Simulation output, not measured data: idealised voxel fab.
The process module that follows is named voxel gate over fins.
Square cell edge 5 nm, section width 215 nm, ID cut.
When this document writes out a cross-section, it uses a grid of square cells and lists it as bands, beginning at the top and moving down, with a band standing for one or more rows of cells.
Within each band entry, the heights of the top and of the bottom of the band appear first, in that order and in nm; the materials of the band then follow from left to right, each with its corresponding width in nm. The designation "everywhere" on a single material indicates that it fills the band from edge to edge; the designation "empty" indicates empty space.
Heights are reckoned from 0. Under this level, the received wafer is all of one material. The bottommost band is open-ended downward, for example "0..down".
Top row gets the first number, bottom row gets the second, and each row in between changes by the same step: that is how a band width like "30 to 40" works.
A step reported as "no alteration" is a step in which no cell of the cross-section changed.
You'll see "Sealed internal cavities" listing empty spaces that have no way open to the top, as long as they're 8 cells or more; the notation is width x height at distance, where the distance is from the left edge, and all of it is in nm.
Text after the settings on a step's line: the simulator's own remark on that step.
overlay nm: mask right of planned place by this much (step with mask). Neg. = left.

The following list gives the planned process steps:
1,op RECEIVE | material Si
2,op CONFORMAL_DEP | material SiN | thk nm 10
3,op PATTERN | tone cover | mask id FINS | material resist | width nm 15 | pitch nm 40 | thk nm 15 | overlay nm 0
4,op DIRECTIONAL_ETCH | etch materials SiN | depth nm 10
5,op DIRECTIONAL_ETCH | etch materials Si | depth nm 40
6,op STRIP | etch materials resist
7,op FILL_DEP | material SiO2 | thk nm 15
8,op CMP | height nm 10
9,op SELECTIVE_ETCH | etch materials SiO2 | depth nm 20
10,op STRIP | etch materials SiN
11,op CONFORMAL_DEP | material HfO2 | thk nm 5
12,op CONFORMAL_DEP | material TiN | thk nm 5
13,op CONFORMAL_DEP | material TiAl | thk nm 5
14,op CONFORMAL_DEP | material TiN | thk nm 5
15,op FILL_DEP | material W | thk nm 15
16,op CMP | height nm 30
17,op CONFORMAL_DEP | material SiN | thk nm 10

The first of a set of two wafers, run to plan:

This is the cross-section of the wafer as we received it, i.e. after step 1:
0..down  Si everywhere
Sealed internal cavities: none

Cross-section of the wafer after step 2:
10..0  SiN everywhere
Beneath the level 0, the cross-section is identical to its previous state.

Cross-section of the wafer after step 3:
25..10  40 empty, 15 resist, 25 empty, 15 resist, 25 empty, 15 resist, 25 empty, 15 resist, 40 empty
Beneath the level 10, the cross-section is identical to its previous state.

Cross-section of the wafer after step 4:
25..10  40 empty, 15 resist, 25 empty, 15 resist, 25 empty, 15 resist, 25 empty, 15 resist, 40 empty
10..0  40 empty, 15 SiN, 25 empty, 15 SiN, 25 empty, 15 SiN, 25 empty, 15 SiN, 40 empty
Beneath the level 0, the cross-section is identical to its previous state.

Cross-section of the wafer after step 5:
25..10  40 empty, 15 resist, 25 empty, 15 resist, 25 empty, 15 resist, 25 empty, 15 resist, 40 empty
10..0  40 empty, 15 SiN, 25 empty, 15 SiN, 25 empty, 15 SiN, 25 empty, 15 SiN, 40 empty
0..-40  40 empty, 15 Si, 25 empty, 15 Si, 25 empty, 15 Si, 25 empty, 15 Si, 40 empty
Beneath the level -40, the cross-section is identical to its previous state.

Cross-section of the wafer after step 6:
10..0  40 empty, 15 SiN, 25 empty, 15 SiN, 25 empty, 15 SiN, 25 empty, 15 SiN, 40 empty
Beneath the level 0, the cross-section is identical to its previous state.

Cross-section of the wafer after step 7:
25..10  SiO2 everywhere
10..0  40 SiO2, 15 SiN, 25 SiO2, 15 SiN, 25 SiO2, 15 SiN, 25 SiO2, 15 SiN, 40 SiO2
0..-40  40 SiO2, 15 Si, 25 SiO2, 15 Si, 25 SiO2, 15 Si, 25 SiO2, 15 Si, 40 SiO2
Beneath the level -40, the cross-section is identical to its previous state.

Cross-section of the wafer after step 8:
10..0  40 SiO2, 15 SiN, 25 SiO2, 15 SiN, 25 SiO2, 15 SiN, 25 SiO2, 15 SiN, 40 SiO2
Beneath the level 0, the cross-section is identical to its previous state.

Cross-section of the wafer after step 9:
10..0  40 empty, 15 SiN, 25 empty, 15 SiN, 25 empty, 15 SiN, 25 empty, 15 SiN, 40 empty
0..-10  40 empty, 15 Si, 25 empty, 15 Si, 25 empty, 15 Si, 25 empty, 15 Si, 40 empty
Beneath the level -10, the cross-section is identical to its previous state.

Cross-section of the wafer after step 10:
0..-10  40 empty, 15 Si, 25 empty, 15 Si, 25 empty, 15 Si, 25 empty, 15 Si, 40 empty
Beneath the level -10, the cross-section is identical to its previous state.

Cross-section of the wafer after step 11:
5..0  35 empty, 25 HfO2, 15 empty, 25 HfO2, 15 empty, 25 HfO2, 15 empty, 25 HfO2, 35 empty
0..-5  35 empty, 5 HfO2, 15 Si, 5 HfO2, 15 empty, 5 HfO2, 15 Si, 5 HfO2, 15 empty, 5 HfO2, 15 Si, 5 HfO2, 15 empty, 5 HfO2, 15 Si, 5 HfO2, 35 empty
-5..-10  40 HfO2, 15 Si, 25 HfO2, 15 Si, 25 HfO2, 15 Si, 25 HfO2, 15 Si, 40 HfO2
Beneath the level -10, the cross-section is identical to its previous state.

Cross-section of the wafer after step 12:
10..5  30 empty, 35 TiN, 5 empty, 35 TiN, 5 empty, 35 TiN, 5 empty, 35 TiN, 30 empty
5..0  30 empty, 5 TiN, 25 HfO2, 5 TiN, 5 empty, 5 TiN, 25 HfO2, 5 TiN, 5 empty, 5 TiN, 25 HfO2, 5 TiN, 5 empty, 5 TiN, 25 HfO2, 5 TiN, 30 empty
0..-5  35 TiN, 5 HfO2, 15 Si, 5 HfO2, 15 TiN, 5 HfO2, 15 Si, 5 HfO2, 15 TiN, 5 HfO2, 15 Si, 5 HfO2, 15 TiN, 5 HfO2, 15 Si, 5 HfO2, 35 TiN
Beneath the level -5, the cross-section is identical to its previous state.

Cross-section of the wafer after step 13:
15..10  25 empty, 165 TiAl, 25 empty
10..5  25 empty, 5 TiAl, 35 TiN, 5 TiAl, 35 TiN, 5 TiAl, 35 TiN, 5 TiAl, 35 TiN, 5 TiAl, 25 empty
5..0  30 TiAl, 5 TiN, 25 HfO2, 5 TiN, 5 TiAl, 5 TiN, 25 HfO2, 5 TiN, 5 TiAl, 5 TiN, 25 HfO2, 5 TiN, 5 TiAl, 5 TiN, 25 HfO2, 5 TiN, 30 TiAl
Beneath the level 0, the cross-section is identical to its previous state.

Cross-section of the wafer after step 14:
20..15  20 empty, 175 TiN, 20 empty
15..10  20 empty, 5 TiN, 165 TiAl, 5 TiN, 20 empty
10..5  25 TiN, 5 TiAl, 35 TiN, 5 TiAl, 35 TiN, 5 TiAl, 35 TiN, 5 TiAl, 35 TiN, 5 TiAl, 25 TiN
Beneath the level 5, the cross-section is identical to its previous state.

Cross-section of the wafer after step 15:
35..20  W everywhere
20..15  20 W, 175 TiN, 20 W
15..10  20 W, 5 TiN, 165 TiAl, 5 TiN, 20 W
Beneath the level 10, the cross-section is identical to its previous state.

Cross-section of the wafer after step 16:
30..20  W everywhere
Beneath the level 20, the cross-section is identical to its previous state.

Cross-section of the wafer after step 17:
40..30  SiN everywhere
Beneath the level 30, the cross-section is identical to its previous state.

Okay, second wafer. Nothing different at the start, nothing different in the plan, just one mistake somewhere in the running. As far as step 4, counting that step, it's the first wafer all over again:

Second wafer profile in section, at the moment step 5 of the plan was meant to be complete:
25..10  40 empty, 15 resist, 25 empty, 15 resist, 25 empty, 15 resist, 25 empty, 15 resist, 40 empty
10..0  40 empty, 15 SiN, 25 empty, 15 SiN, 25 empty, 15 SiN, 25 empty, 15 SiN, 40 empty
0..-30  40 empty, 15 Si, 25 empty, 15 Si, 25 empty, 15 Si, 25 empty, 15 Si, 40 empty
Beneath the level -30, the cross-section is identical to its previous state.

Second wafer profile in section, at the moment step 6 of the plan was meant to be complete:
10..0  40 empty, 15 SiN, 25 empty, 15 SiN, 25 empty, 15 SiN, 25 empty, 15 SiN, 40 empty
Beneath the level 0, the cross-section is identical to its previous state.

Second wafer profile in section, at the moment step 7 of the plan was meant to be complete:
25..10  SiO2 everywhere
10..0  40 SiO2, 15 SiN, 25 SiO2, 15 SiN, 25 SiO2, 15 SiN, 25 SiO2, 15 SiN, 40 SiO2
0..-30  40 SiO2, 15 Si, 25 SiO2, 15 Si, 25 SiO2, 15 Si, 25 SiO2, 15 Si, 40 SiO2
Beneath the level -30, the cross-section is identical to its previous state.

Second wafer profile in section, at the moment step 8 of the plan was meant to be complete:
10..0  40 SiO2, 15 SiN, 25 SiO2, 15 SiN, 25 SiO2, 15 SiN, 25 SiO2, 15 SiN, 40 SiO2
Beneath the level 0, the cross-section is identical to its previous state.

Second wafer profile in section, at the moment step 9 of the plan was meant to be complete:
10..0  40 empty, 15 SiN, 25 empty, 15 SiN, 25 empty, 15 SiN, 25 empty, 15 SiN, 40 empty
0..-10  40 empty, 15 Si, 25 empty, 15 Si, 25 empty, 15 Si, 25 empty, 15 Si, 40 empty
Beneath the level -10, the cross-section is identical to its previous state.

Second wafer profile in section, at the moment step 10 of the plan was meant to be complete:
0..-10  40 empty, 15 Si, 25 empty, 15 Si, 25 empty, 15 Si, 25 empty, 15 Si, 40 empty
Beneath the level -10, the cross-section is identical to its previous state.

Second wafer profile in section, at the moment step 11 of the plan was meant to be complete:
5..0  35 empty, 25 HfO2, 15 empty, 25 HfO2, 15 empty, 25 HfO2, 15 empty, 25 HfO2, 35 empty
0..-5  35 empty, 5 HfO2, 15 Si, 5 HfO2, 15 empty, 5 HfO2, 15 Si, 5 HfO2, 15 empty, 5 HfO2, 15 Si, 5 HfO2, 15 empty, 5 HfO2, 15 Si, 5 HfO2, 35 empty
-5..-10  40 HfO2, 15 Si, 25 HfO2, 15 Si, 25 HfO2, 15 Si, 25 HfO2, 15 Si, 40 HfO2
Beneath the level -10, the cross-section is identical to its previous state.

Second wafer profile in section, at the moment step 12 of the plan was meant to be complete:
10..5  30 empty, 35 TiN, 5 empty, 35 TiN, 5 empty, 35 TiN, 5 empty, 35 TiN, 30 empty
5..0  30 empty, 5 TiN, 25 HfO2, 5 TiN, 5 empty, 5 TiN, 25 HfO2, 5 TiN, 5 empty, 5 TiN, 25 HfO2, 5 TiN, 5 empty, 5 TiN, 25 HfO2, 5 TiN, 30 empty
0..-5  35 TiN, 5 HfO2, 15 Si, 5 HfO2, 15 TiN, 5 HfO2, 15 Si, 5 HfO2, 15 TiN, 5 HfO2, 15 Si, 5 HfO2, 15 TiN, 5 HfO2, 15 Si, 5 HfO2, 35 TiN
Beneath the level -5, the cross-section is identical to its previous state.

Second wafer profile in section, at the moment step 13 of the plan was meant to be complete:
15..10  25 empty, 165 TiAl, 25 empty
10..5  25 empty, 5 TiAl, 35 TiN, 5 TiAl, 35 TiN, 5 TiAl, 35 TiN, 5 TiAl, 35 TiN, 5 TiAl, 25 empty
5..0  30 TiAl, 5 TiN, 25 HfO2, 5 TiN, 5 TiAl, 5 TiN, 25 HfO2, 5 TiN, 5 TiAl, 5 TiN, 25 HfO2, 5 TiN, 5 TiAl, 5 TiN, 25 HfO2, 5 TiN, 30 TiAl
Beneath the level 0, the cross-section is identical to its previous state.

Second wafer profile in section, at the moment step 14 of the plan was meant to be complete:
20..15  20 empty, 175 TiN, 20 empty
15..10  20 empty, 5 TiN, 165 TiAl, 5 TiN, 20 empty
10..5  25 TiN, 5 TiAl, 35 TiN, 5 TiAl, 35 TiN, 5 TiAl, 35 TiN, 5 TiAl, 35 TiN, 5 TiAl, 25 TiN
Beneath the level 5, the cross-section is identical to its previous state.

Second wafer profile in section, at the moment step 15 of the plan was meant to be complete:
35..20  W everywhere
20..15  20 W, 175 TiN, 20 W
15..10  20 W, 5 TiN, 165 TiAl, 5 TiN, 20 W
Beneath the level 10, the cross-section is identical to its previous state.

Second wafer profile in section, at the moment step 16 of the plan was meant to be complete:
30..20  W everywhere
Beneath the level 20, the cross-section is identical to its previous state.

Second wafer profile in section, at the moment step 17 of the plan was meant to be complete:
40..30  SiN everywhere
Beneath the level 30, the cross-section is identical to its previous state.
What went wrong in running the wafer? step 5, actual vs plan mismatch, actual run op DIRECTIONAL_ETCH | etch materials Si | depth nm 30
Final difference in cells, second wafer against first, listed per material as more or fewer: Si: 62 more; SiO2: 62 fewer
